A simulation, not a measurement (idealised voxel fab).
process module | voxel plated lines
cross-section cut | 270 nm wide | cells 5 nm
A cross-section is a grid of square cells, given in bands from the top down. A band is one or more rows of cells.
Each band's line starts with the height of the band's top and of its bottom, in nm. Then come its materials from left to right, each with its width in nm. One material with "throughout" fills the band from edge to edge. "air" is empty space.
Height 0 is the level under which the wafer as received is all one material. The lowest band goes on downwards, as in "0 down".
A width such as "30 to 40" changes by the same amount from each row of cells to the next, from the band's top row to its bottom row.
"no change" after a step means that no cell of the cross-section changed.
closed voids: empty space of 8 cells or more with no open way to the top, each as width x height at its distance from the left edge, in nm
after a step's settings: what the simulator itself notes on the step
overlay nm, on a step with a mask: how far to the right of its planned place the mask lay; to the left if negative
plan
1 op RECEIVE | material Si
2 op CONFORMAL_DEP | material SiN | thk nm 5
3 op DIRECTIONAL_DEP | material TiN | thk nm 5
4 op PATTERN | tone open | mask id LINES | material resist | width nm 20 | pitch nm 40 | thk nm 20 | overlay nm 0
5 op EPI | material Ru | thk nm 5
6 op STRIP | etch materials resist
7 op DIRECTIONAL_ETCH | etch materials TiN | depth nm 5
8 op CONFORMAL_DEP | material SiCN | thk nm 5
as received, after step 1
  0 down: Si throughout
  closed voids: none
first wafer at the end, as planned
  20 to 15: air 100 | SiCN 30 | air 10 | SiCN 30 | air 100
  15 to 10: air 100 | SiCN 5 | Ru 20 | SiCN 5 | air 10 | SiCN 5 | Ru 20 | SiCN 5 | air 100
  10 to 5: SiCN 105 | TiN 20 | SiCN 20 | TiN 20 | SiCN 105
  5 to 0: SiN throughout
  0 down: Si throughout
  closed voids: none
second wafer at the end: like start, like plan, one mistake
  20 to 15: air 100 | SiCN 30 | air 10 | SiCN 30 | air 100
  15 to 10: air 100 | SiCN 5 | Ru 20 | SiCN 5 | air 10 | SiCN 5 | Ru 20 | SiCN 5 | air 100
  10 to 5: SiCN 105 | TiN 20 | SiCN 20 | TiN 20 | SiCN 105
  5 to 0: SiCN throughout
  0 down: Si throughout
  closed voids: none
what went wrong: step 2 ran as: op CONFORMAL_DEP | material SiCN | thk nm 5
at the end the second wafer has, in cells: 54 more of SiCN | 54 fewer of SiN
